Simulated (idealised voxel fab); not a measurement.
voxel gate over fins: a process module
This is section cut - it's 205 nm across, gridded in 5 nm square cells.
Cross-sections here: square-cell grids, written as top-down lists of bands, a band being one or more rows of cells.
Basically the band line says how high the top is and how high the bottom is, in nm, and then what's in it from left to right, every material with its width in nm. Empty space shows up as "air", and if a single material carries "everywhere" it runs the full band edge to edge.
The level at which height equals 0 is the one under which the wafer, as it arrives, is entirely one material. No lower edge exists for the bottom band, which continues downward and is notated as in "from 0 down".
Width "30..40": first value at the band's top row of cells, second value at its bottom row, equal change from row to row.
Step marked "same as before"? Then no cell in the cross-section changed in it.
"Closed empty spaces" means: voids of 8 cells or more that are shut off from the top with no open way through. Written width x height at distance, distance from the left edge, in nm.
Whatever follows a step's settings on its line is a remark the simulator itself makes about that step.
Each step line may optionally specify "overlay nm", which for a step with a mask gives the rightward distance between the mask's planned place and where it lay, a negative value indicating the leftward direction.

[Set out below are the planned steps of the process]
1: op RECEIVE | material Si
2: op CONFORMAL_DEP | material SiN | thk nm 5
3: op PATTERN | tone cover | mask id FINS | material resist | width nm 15 | pitch nm 45 | thk nm 20 | overlay nm 0
4: op DIRECTIONAL_ETCH | etch materials SiN | depth nm 10
5: op DIRECTIONAL_ETCH | etch materials Si | depth nm 35
6: op STRIP | etch materials resist
7: op FILL_DEP | material SiO2 | thk nm 10
8: op CMP | height nm 10
9: op SELECTIVE_ETCH | etch materials SiO2 | depth nm 20
10: op STRIP | etch materials SiN
11: op CONFORMAL_DEP | material HfO2 | thk nm 5
12: op CONFORMAL_DEP | material TiN | thk nm 5
13: op FILL_DEP | material W | thk nm 15
14: op CMP | height nm 20
15: op CONFORMAL_DEP | material SiCN | thk nm 10
Among the wafers covered here, the point of difference is the thk nm at step 2; their starting state is shared, and the plan presents the value of the first wafer.

[Sectional view: first of several wafers, as received, after step 1]
- from 0 down: Si everywhere
- Closed empty spaces: none

[first wafer at the end, after step 15]
- from 30 to 20: SiCN everywhere
- from 20 to 10: W everywhere
- from 10 to 5: W (15); TiN (35); W (10); TiN (35); W (10); TiN (35); W (10); TiN (35); W (20)
- from 5 to 0: W (15); TiN (5); HfO2 (25); TiN (5); W (10); TiN (5); HfO2 (25); TiN (5); W (10); TiN (5); HfO2 (25); TiN (5); W (10); TiN (5); HfO2 (25); TiN (5); W (20)
- from 0 to -5: TiN (20); HfO2 (5); Si (15); HfO2 (5); TiN (20); HfO2 (5); Si (15); HfO2 (5); TiN (20); HfO2 (5); Si (15); HfO2 (5); TiN (20); HfO2 (5); Si (15); HfO2 (5); TiN (25)
- from -5 to -10: HfO2 (25); Si (15); HfO2 (30); Si (15); HfO2 (30); Si (15); HfO2 (30); Si (15); HfO2 (30)
- from -10 to -35: SiO2 (25); Si (15); SiO2 (30); Si (15); SiO2 (30); Si (15); SiO2 (30); Si (15); SiO2 (30)
- from -35 down: Si everywhere
- Closed empty spaces: none

[Last wafer, end of module, cross-section]
- from 30 to 20: SiCN everywhere
- from 20 to 10: W everywhere
- from 10 to 5: TiN everywhere
- from 5 to 0: HfO2 everywhere
- from 0 down: Si everywhere
- Closed empty spaces: none

[Note: the following table is arranged by wafer, a row apiece. Each row reports the end-of-module state: per material, cells gained (+) or cells lost (-) compared with the wafer as received; closed voids follow]
thk nm 5; +57 HfO2; -203 Si; +82 SiCN; +145 SiO2; +57 TiN; +108 W; Closed empty spaces: none
thk nm 10; +57 HfO2; -203 Si; +82 SiCN; +145 SiO2; +57 TiN; +108 W; Closed empty spaces: none
thk nm 15; +41 HfO2; +82 SiCN; +41 TiN; +82 W; Closed empty spaces: none
thk nm 20; +41 HfO2; +82 SiCN; +41 TiN; +82 W; Closed empty spaces: none
thk nm 25; +41 HfO2; +82 SiCN; +41 TiN; +82 W; Closed empty spaces: none
